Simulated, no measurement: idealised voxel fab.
Herein follows the process module entitled voxel wiring stack.
cross-section cut | 205 nm wide | cells 5 nm
A cross-section in this document is a grid of square cells, and it is written down as bands, the top band listed before the ones below it; a band is made up of one or more rows of cells. Read a band's entry like this: the first values are the height of its top and the height of its bottom in nm, and what follows is the sequence of materials from left to right, each with its width in nm. Note that "empty" is empty space, and that a single material marked "throughout" reaches across the band from edge to edge. Counting heights begins at 0, where everything beneath is, in the wafer as received, one material. The lowest band has no bottom; it goes on downwards, as "0 and below" shows. A width such as "30->40" changes by the same amount from each row of cells to the next, from the band's top row to its bottom row. You'll sometimes find "no alteration" written for a step, and that's the way of saying that nowhere in the cross-section did a cell change during that step. The list in "Voids, sealed" covers empty spaces of 8 cells or more that cannot reach the top through any open way, and it gives each as width x height at distance; the distance is from the left edge, and width, height and distance are in nm. If you see something after the settings on a step's line, that's the simulator's own remark about that step. overlay nm: mask offset rightward from planned place, masked step; negative means leftward offset.

## The steps planned for the process are as follows
1,RECEIVE with material Si
2,CONFORMAL_DEP with material SiO2, thk nm 15
3,DIRECTIONAL_DEP with material TiN, thk nm 5
4,DIRECTIONAL_DEP with material W, thk nm 20
5,PATTERN with tone cover, mask id METAL_1, material resist, width nm 30, pitch nm 45, thk nm 15, overlay nm 0
6,DIRECTIONAL_ETCH with etch materials W, depth nm 20
7,DIRECTIONAL_ETCH with etch materials TiN, depth nm 5
8,STRIP with etch materials resist
9,FILL_DEP with material lowk, thk nm 10
10,CMP with height nm 40
11,CONFORMAL_DEP with material SiCN, thk nm 5
12,DIRECTIONAL_DEP with material lowk, thk nm 15
13,DIRECTIONAL_DEP with material aC, thk nm 15
14,PATTERN with tone open, mask id PLUG_1, material resist, width nm 15, pitch nm 45, thk nm 30, overlay nm 0
15,DIRECTIONAL_ETCH with etch materials aC, depth nm 15
16,STRIP with etch materials resist
17,DIRECTIONAL_ETCH with etch materials lowk, depth nm 15
18,DIRECTIONAL_ETCH with etch materials SiCN, depth nm 5
19,STRIP with etch materials aC
20,EPI with material Ru, thk nm 10
21,EPI with material Ru, thk nm 10
22,DIRECTIONAL_DEP with material TiN, thk nm 5
23,DIRECTIONAL_DEP with material Ru, thk nm 25
24,PATTERN with tone cover, mask id METAL_2, material resist, width nm 30, pitch nm 45, thk nm 15, overlay nm 0
25,DIRECTIONAL_ETCH with etch materials Ru, depth nm 25
26,DIRECTIONAL_ETCH with etch materials TiN, depth nm 5
27,STRIP with etch materials resist
28,FILL_DEP with material SiO2, thk nm 10
29,CMP with height nm 90
30,CONFORMAL_DEP with material SiCN, thk nm 5
31,DIRECTIONAL_DEP with material SiO2, thk nm 15
32,DIRECTIONAL_DEP with material aC, thk nm 15
33,PATTERN with tone open, mask id PLUG_2, material resist, width nm 15, pitch nm 90, thk nm 35, overlay nm 0
34,DIRECTIONAL_ETCH with etch materials aC, depth nm 15
35,STRIP with etch materials resist
36,DIRECTIONAL_ETCH with etch materials SiO2, depth nm 15
37,DIRECTIONAL_ETCH with etch materials SiCN, depth nm 5
38,STRIP with etch materials aC
39,CONFORMAL_DEP with material TiN, thk nm 5
40,FILL_DEP with material Ru, thk nm 5
41,CMP with height nm 110
42,DIRECTIONAL_DEP with material TiN, thk nm 5
43,DIRECTIONAL_DEP with material Ru, thk nm 15
44,MASKED_ETCH with tone cover, mask id METAL_3, width nm 30, pitch nm 45, etch materials Ru, depth nm 15, overlay nm 0
45,MASKED_ETCH with tone cover, mask id METAL_3, width nm 30, pitch nm 45, etch materials TiN, depth nm 5, overlay nm 0
46,CONFORMAL_DEP with material SiCN, thk nm 5
47,FILL_DEP with material SiO2, thk nm 5
48,CMP with height nm 130
49,CONFORMAL_DEP with material SiN, thk nm 5

## First wafer, two in total, run as planned

## Step 1 complete: cross-section of the wafer as received
0 and below: Si throughout
Voids, sealed: none

## Wafer section view after processing step 2
15 down to 0: SiO2 throughout
Under 0: no change, same as before.

## Wafer section view after processing step 3
20 down to 15: TiN throughout
Under 15: no change, same as before.

## Wafer section view after processing step 4
40 down to 20: W throughout
Under 20: no change, same as before.

## Wafer section view after processing step 5
55 down to 40: empty 20 / resist 30 / empty 15 / resist 30 / empty 15 / resist 30 / empty 15 / resist 30 / empty 20
Under 40: no change, same as before.

## Wafer section view after processing step 6
55 down to 40: empty 20 / resist 30 / empty 15 / resist 30 / empty 15 / resist 30 / empty 15 / resist 30 / empty 20
40 down to 20: empty 20 / W 30 / empty 15 / W 30 / empty 15 / W 30 / empty 15 / W 30 / empty 20
Under 20: no change, same as before.

## Wafer section view after processing step 7
55 down to 40: empty 20 / resist 30 / empty 15 / resist 30 / empty 15 / resist 30 / empty 15 / resist 30 / empty 20
40 down to 20: empty 20 / W 30 / empty 15 / W 30 / empty 15 / W 30 / empty 15 / W 30 / empty 20
20 down to 15: empty 20 / TiN 30 / empty 15 / TiN 30 / empty 15 / TiN 30 / empty 15 / TiN 30 / empty 20
Under 15: no change, same as before.

## Wafer section view after processing step 8
40 down to 20: empty 20 / W 30 / empty 15 / W 30 / empty 15 / W 30 / empty 15 / W 30 / empty 20
Under 20: no change, same as before.

## Wafer section view after processing step 9
50 down to 40: lowk throughout
40 down to 20: lowk 20 / W 30 / lowk 15 / W 30 / lowk 15 / W 30 / lowk 15 / W 30 / lowk 20
20 down to 15: lowk 20 / TiN 30 / lowk 15 / TiN 30 / lowk 15 / TiN 30 / lowk 15 / TiN 30 / lowk 20
Under 15: no change, same as before.

## Wafer section view after processing step 10
40 down to 20: lowk 20 / W 30 / lowk 15 / W 30 / lowk 15 / W 30 / lowk 15 / W 30 / lowk 20
Under 20: no change, same as before.

## Wafer section view after processing step 11
45 down to 40: SiCN throughout
Under 40: no change, same as before.

## Wafer section view after processing step 12
60 down to 45: lowk throughout
Under 45: no change, same as before.

## Wafer section view after processing step 13
75 down to 60: aC throughout
Under 60: no change, same as before.

## Wafer section view after processing step 14
105 down to 75: resist 20 / empty 15 / resist 30 / empty 15 / resist 30 / empty 15 / resist 30 / empty 15 / resist 35
Under 75: no change, same as before.

## Wafer section view after processing step 15
90 down to 75: resist 20 / empty 15 / resist 30 / empty 15 / resist 30 / empty 15 / resist 30 / empty 15 / resist 35
75 down to 60: aC 20 / empty 15 / aC 30 / empty 15 / aC 30 / empty 15 / aC 30 / empty 15 / aC 35
Under 60: no change, same as before.

## Wafer section view after processing step 16
75 down to 60: aC 20 / empty 15 / aC 30 / empty 15 / aC 30 / empty 15 / aC 30 / empty 15 / aC 35
Under 60: no change, same as before.

## Wafer section view after processing step 17
75 down to 60: aC 20 / empty 15 / aC 30 / empty 15 / aC 30 / empty 15 / aC 30 / empty 15 / aC 35
60 down to 45: lowk 20 / empty 15 / lowk 30 / empty 15 / lowk 30 / empty 15 / lowk 30 / empty 15 / lowk 35
Under 45: no change, same as before.

## Wafer section view after processing step 18
75 down to 60: aC 20 / empty 15 / aC 30 / empty 15 / aC 30 / empty 15 / aC 30 / empty 15 / aC 35
60 down to 45: lowk 20 / empty 15 / lowk 30 / empty 15 / lowk 30 / empty 15 / lowk 30 / empty 15 / lowk 35
45 down to 40: SiCN 20 / empty 15 / SiCN 30 / empty 15 / SiCN 30 / empty 15 / SiCN 30 / empty 15 / SiCN 35
Under 40: no change, same as before.

## Wafer section view after processing step 19
60 down to 45: lowk 20 / empty 15 / lowk 30 / empty 15 / lowk 30 / empty 15 / lowk 30 / empty 15 / lowk 35
Under 45: no change, same as before.

## Wafer section view after processing step 20
60 down to 50: lowk 20 / empty 15 / lowk 30 / empty 15 / lowk 30 / empty 15 / lowk 30 / empty 15 / lowk 35
50 down to 45: lowk 20 / Ru 15 / lowk 30 / Ru 15 / lowk 30 / Ru 15 / lowk 30 / Ru 15 / lowk 35
45 down to 40: SiCN 20 / Ru 15 / SiCN 30 / Ru 15 / SiCN 30 / Ru 15 / SiCN 30 / Ru 15 / SiCN 35
Under 40: no change, same as before.

## Wafer section view after processing step 21
60 down to 45: lowk 20 / Ru 15 / lowk 30 / Ru 15 / lowk 30 / Ru 15 / lowk 30 / Ru 15 / lowk 35
Under 45: no change, same as before.

## Wafer section view after processing step 22
65 down to 60: TiN throughout
Under 60: no change, same as before.

## Wafer section view after processing step 23
90 down to 65: Ru throughout
Under 65: no change, same as before.

## Wafer section view after processing step 24
105 down to 90: empty 20 / resist 30 / empty 15 / resist 30 / empty 15 / resist 30 / empty 15 / resist 30 / empty 20
Under 90: no change, same as before.

## Wafer section view after processing step 25
105 down to 90: empty 20 / resist 30 / empty 15 / resist 30 / empty 15 / resist 30 / empty 15 / resist 30 / empty 20
90 down to 65: empty 20 / Ru 30 / empty 15 / Ru 30 / empty 15 / Ru 30 / empty 15 / Ru 30 / empty 20
Under 65: no change, same as before.

## Wafer section view after processing step 26
105 down to 90: empty 20 / resist 30 / empty 15 / resist 30 / empty 15 / resist 30 / empty 15 / resist 30 / empty 20
90 down to 65: empty 20 / Ru 30 / empty 15 / Ru 30 / empty 15 / Ru 30 / empty 15 / Ru 30 / empty 20
65 down to 60: empty 20 / TiN 30 / empty 15 / TiN 30 / empty 15 / TiN 30 / empty 15 / TiN 30 / empty 20
Under 60: no change, same as before.

## Wafer section view after processing step 27
90 down to 65: empty 20 / Ru 30 / empty 15 / Ru 30 / empty 15 / Ru 30 / empty 15 / Ru 30 / empty 20
Under 65: no change, same as before.

## Wafer section view after processing step 28
100 down to 90: SiO2 throughout
90 down to 65: SiO2 20 / Ru 30 / SiO2 15 / Ru 30 / SiO2 15 / Ru 30 / SiO2 15 / Ru 30 / SiO2 20
65 down to 60: SiO2 20 / TiN 30 / SiO2 15 / TiN 30 / SiO2 15 / TiN 30 / SiO2 15 / TiN 30 / SiO2 20
Under 60: no change, same as before.

## Wafer section view after processing step 29
90 down to 65: SiO2 20 / Ru 30 / SiO2 15 / Ru 30 / SiO2 15 / Ru 30 / SiO2 15 / Ru 30 / SiO2 20
Under 65: no change, same as before.

## Wafer section view after processing step 30
95 down to 90: SiCN throughout
Under 90: no change, same as before.

## Wafer section view after processing step 31
110 down to 95: SiO2 throughout
Under 95: no change, same as before.

## Wafer section view after processing step 32
125 down to 110: aC throughout
Under 110: no change, same as before.

## Wafer section view after processing step 33
160 down to 125: resist 20 / empty 15 / resist 75 / empty 15 / resist 80
Under 125: no change, same as before.

## Wafer section view after processing step 34
145 down to 125: resist 20 / empty 15 / resist 75 / empty 15 / resist 80
125 down to 110: aC 20 / empty 15 / aC 75 / empty 15 / aC 80
Under 110: no change, same as before.

## Wafer section view after processing step 35
125 down to 110: aC 20 / empty 15 / aC 75 / empty 15 / aC 80
Under 110: no change, same as before.

## Wafer section view after processing step 36
125 down to 110: aC 20 / empty 15 / aC 75 / empty 15 / aC 80
110 down to 95: SiO2 20 / empty 15 / SiO2 75 / empty 15 / SiO2 80
Under 95: no change, same as before.

## Wafer section view after processing step 37
125 down to 110: aC 20 / empty 15 / aC 75 / empty 15 / aC 80
110 down to 95: SiO2 20 / empty 15 / SiO2 75 / empty 15 / SiO2 80
95 down to 90: SiCN 20 / empty 15 / SiCN 75 / empty 15 / SiCN 80
Under 90: no change, same as before.

## Wafer section view after processing step 38
110 down to 95: SiO2 20 / empty 15 / SiO2 75 / empty 15 / SiO2 80
Under 95: no change, same as before.

## Wafer section view after processing step 39
115 down to 110: TiN 25 / empty 5 / TiN 85 / empty 5 / TiN 85
110 down to 95: SiO2 20 / TiN 5 / empty 5 / TiN 5 / SiO2 75 / TiN 5 / empty 5 / TiN 5 / SiO2 80
95 down to 90: SiCN 20 / TiN 15 / SiCN 75 / TiN 15 / SiCN 80
Under 90: no change, same as before.

## Wafer section view after processing step 40
120 down to 115: Ru throughout
115 down to 110: TiN 25 / Ru 5 / TiN 85 / Ru 5 / TiN 85
110 down to 95: SiO2 20 / TiN 5 / Ru 5 / TiN 5 / SiO2 75 / TiN 5 / Ru 5 / TiN 5 / SiO2 80
Under 95: no change, same as before.

## Wafer section view after processing step 41
110 down to 95: SiO2 20 / TiN 5 / Ru 5 / TiN 5 / SiO2 75 / TiN 5 / Ru 5 / TiN 5 / SiO2 80
Under 95: no change, same as before.

## Wafer section view after processing step 42
115 down to 110: TiN throughout
Under 110: no change, same as before.

## Wafer section view after processing step 43
130 down to 115: Ru throughout
Under 115: no change, same as before.

## Wafer section view after processing step 44
130 down to 115: empty 20 / Ru 30 / empty 15 / Ru 30 / empty 15 / Ru 30 / empty 15 / Ru 30 / empty 20
Under 115: no change, same as before.

## Wafer section view after processing step 45
130 down to 115: empty 20 / Ru 30 / empty 15 / Ru 30 / empty 15 / Ru 30 / empty 15 / Ru 30 / empty 20
115 down to 110: empty 20 / TiN 30 / empty 15 / TiN 30 / empty 15 / TiN 30 / empty 15 / TiN 30 / empty 20
Under 110: no change, same as before.

## Wafer section view after processing step 46
135 down to 130: empty 15 / SiCN 40 / empty 5 / SiCN 40 / empty 5 / SiCN 40 / empty 5 / SiCN 40 / empty 15
130 down to 115: empty 15 / SiCN 5 / Ru 30 / SiCN 5 / empty 5 / SiCN 5 / Ru 30 / SiCN 5 / empty 5 / SiCN 5 / Ru 30 / SiCN 5 / empty 5 / SiCN 5 / Ru 30 / SiCN 5 / empty 15
115 down to 110: SiCN 20 / TiN 30 / SiCN 15 / TiN 30 / SiCN 15 / TiN 30 / SiCN 15 / TiN 30 / SiCN 20
Under 110: no change, same as before.

## Wafer section view after processing step 47
140 down to 135: SiO2 throughout
135 down to 130: SiO2 15 / SiCN 40 / SiO2 5 / SiCN 40 / SiO2 5 / SiCN 40 / SiO2 5 / SiCN 40 / SiO2 15
130 down to 115: SiO2 15 / SiCN 5 / Ru 30 / SiCN 5 / SiO2 5 / SiCN 5 / Ru 30 / SiCN 5 / SiO2 5 / SiCN 5 / Ru 30 / SiCN 5 / SiO2 5 / SiCN 5 / Ru 30 / SiCN 5 / SiO2 15
Under 115: no change, same as before.

## Wafer section view after processing step 48
130 down to 115: SiO2 15 / SiCN 5 / Ru 30 / SiCN 5 / SiO2 5 / SiCN 5 / Ru 30 / SiCN 5 / SiO2 5 / SiCN 5 / Ru 30 / SiCN 5 / SiO2 5 / SiCN 5 / Ru 30 / SiCN 5 / SiO2 15
Under 115: no change, same as before.

## Wafer section view after processing step 49
135 down to 130: SiN throughout
Under 130: no change, same as before.

## Second of two: same start, same plan, one run error; steps up to and including 32 match the first

## The second wafer cut through, at the time step 33 was supposed to be finished
160 down to 125: resist 15 / empty 25 / resist 65 / empty 25 / resist 75
Under 125: no change, same as before.

## The second wafer cut through, at the time step 34 was supposed to be finished
145 down to 125: resist 15 / empty 25 / resist 65 / empty 25 / resist 75
125 down to 110: aC 15 / empty 25 / aC 65 / empty 25 / aC 75
Under 110: no change, same as before.

## The second wafer cut through, at the time step 35 was supposed to be finished
125 down to 110: aC 15 / empty 25 / aC 65 / empty 25 / aC 75
Under 110: no change, same as before.

## The second wafer cut through, at the time step 36 was supposed to be finished
125 down to 110: aC 15 / empty 25 / aC 65 / empty 25 / aC 75
110 down to 95: SiO2 15 / empty 25 / SiO2 65 / empty 25 / SiO2 75
Under 95: no change, same as before.

## The second wafer cut through, at the time step 37 was supposed to be finished
125 down to 110: aC 15 / empty 25 / aC 65 / empty 25 / aC 75
110 down to 95: SiO2 15 / empty 25 / SiO2 65 / empty 25 / SiO2 75
95 down to 90: SiCN 15 / empty 25 / SiCN 65 / empty 25 / SiCN 75
Under 90: no change, same as before.

## The second wafer cut through, at the time step 38 was supposed to be finished
110 down to 95: SiO2 15 / empty 25 / SiO2 65 / empty 25 / SiO2 75
Under 95: no change, same as before.

## The second wafer cut through, at the time step 39 was supposed to be finished
115 down to 110: TiN 20 / empty 15 / TiN 75 / empty 15 / TiN 80
110 down to 95: SiO2 15 / TiN 5 / empty 15 / TiN 5 / SiO2 65 / TiN 5 / empty 15 / TiN 5 / SiO2 75
95 down to 90: SiCN 15 / TiN 25 / SiCN 65 / TiN 25 / SiCN 75
Under 90: no change, same as before.

## The second wafer cut through, at the time step 40 was supposed to be finished
120 down to 115: Ru throughout
115 down to 110: TiN 20 / Ru 15 / TiN 75 / Ru 15 / TiN 80
110 down to 95: SiO2 15 / TiN 5 / Ru 15 / TiN 5 / SiO2 65 / TiN 5 / Ru 15 / TiN 5 / SiO2 75
Under 95: no change, same as before.

## The second wafer cut through, at the time step 41 was supposed to be finished
110 down to 95: SiO2 15 / TiN 5 / Ru 15 / TiN 5 / SiO2 65 / TiN 5 / Ru 15 / TiN 5 / SiO2 75
Under 95: no change, same as before.

## The second wafer cut through, at the time step 42 was supposed to be finished
115 down to 110: TiN throughout
Under 110: no change, same as before.

## The second wafer cut through, at the time step 43 was supposed to be finished
130 down to 115: Ru throughout
Under 115: no change, same as before.

## The second wafer cut through, at the time step 44 was supposed to be finished
130 down to 115: empty 20 / Ru 30 / empty 15 / Ru 30 / empty 15 / Ru 30 / empty 15 / Ru 30 / empty 20
Under 115: no change, same as before.

## The second wafer cut through, at the time step 45 was supposed to be finished
130 down to 115: empty 20 / Ru 30 / empty 15 / Ru 30 / empty 15 / Ru 30 / empty 15 / Ru 30 / empty 20
115 down to 110: empty 20 / TiN 30 / empty 15 / TiN 30 / empty 15 / TiN 30 / empty 15 / TiN 30 / empty 20
Under 110: no change, same as before.

## The second wafer cut through, at the time step 46 was supposed to be finished
135 down to 130: empty 15 / SiCN 40 / empty 5 / SiCN 40 / empty 5 / SiCN 40 / empty 5 / SiCN 40 / empty 15
130 down to 115: empty 15 / SiCN 5 / Ru 30 / SiCN 5 / empty 5 / SiCN 5 / Ru 30 / SiCN 5 / empty 5 / SiCN 5 / Ru 30 / SiCN 5 / empty 5 / SiCN 5 / Ru 30 / SiCN 5 / empty 15
115 down to 110: SiCN 20 / TiN 30 / SiCN 15 / TiN 30 / SiCN 15 / TiN 30 / SiCN 15 / TiN 30 / SiCN 20
Under 110: no change, same as before.

## The second wafer cut through, at the time step 47 was supposed to be finished
140 down to 135: SiO2 throughout
135 down to 130: SiO2 15 / SiCN 40 / SiO2 5 / SiCN 40 / SiO2 5 / SiCN 40 / SiO2 5 / SiCN 40 / SiO2 15
130 down to 115: SiO2 15 / SiCN 5 / Ru 30 / SiCN 5 / SiO2 5 / SiCN 5 / Ru 30 / SiCN 5 / SiO2 5 / SiCN 5 / Ru 30 / SiCN 5 / SiO2 5 / SiCN 5 / Ru 30 / SiCN 5 / SiO2 15
Under 115: no change, same as before.

## The second wafer cut through, at the time step 48 was supposed to be finished
130 down to 115: SiO2 15 / SiCN 5 / Ru 30 / SiCN 5 / SiO2 5 / SiCN 5 / Ru 30 / SiCN 5 / SiO2 5 / SiCN 5 / Ru 30 / SiCN 5 / SiO2 5 / SiCN 5 / Ru 30 / SiCN 5 / SiO2 15
Under 115: no change, same as before.

## The second wafer cut through, at the time step 49 was supposed to be finished
135 down to 130: SiN throughout
Under 130: no change, same as before.
So what did we get wrong on this run? step 33 was run on a setting that differed from the plan, and what really ran there is PATTERN with tone open, mask id PLUG_2, material resist, width nm 25, pitch nm 90, thk nm 35, overlay nm 0
Upon completion, the second wafer contains, in terms of cells, a greater or smaller amount of certain materials than the first wafer: 12 more of Ru, 4 fewer of SiCN, 12 fewer of SiO2, 4 more of TiN
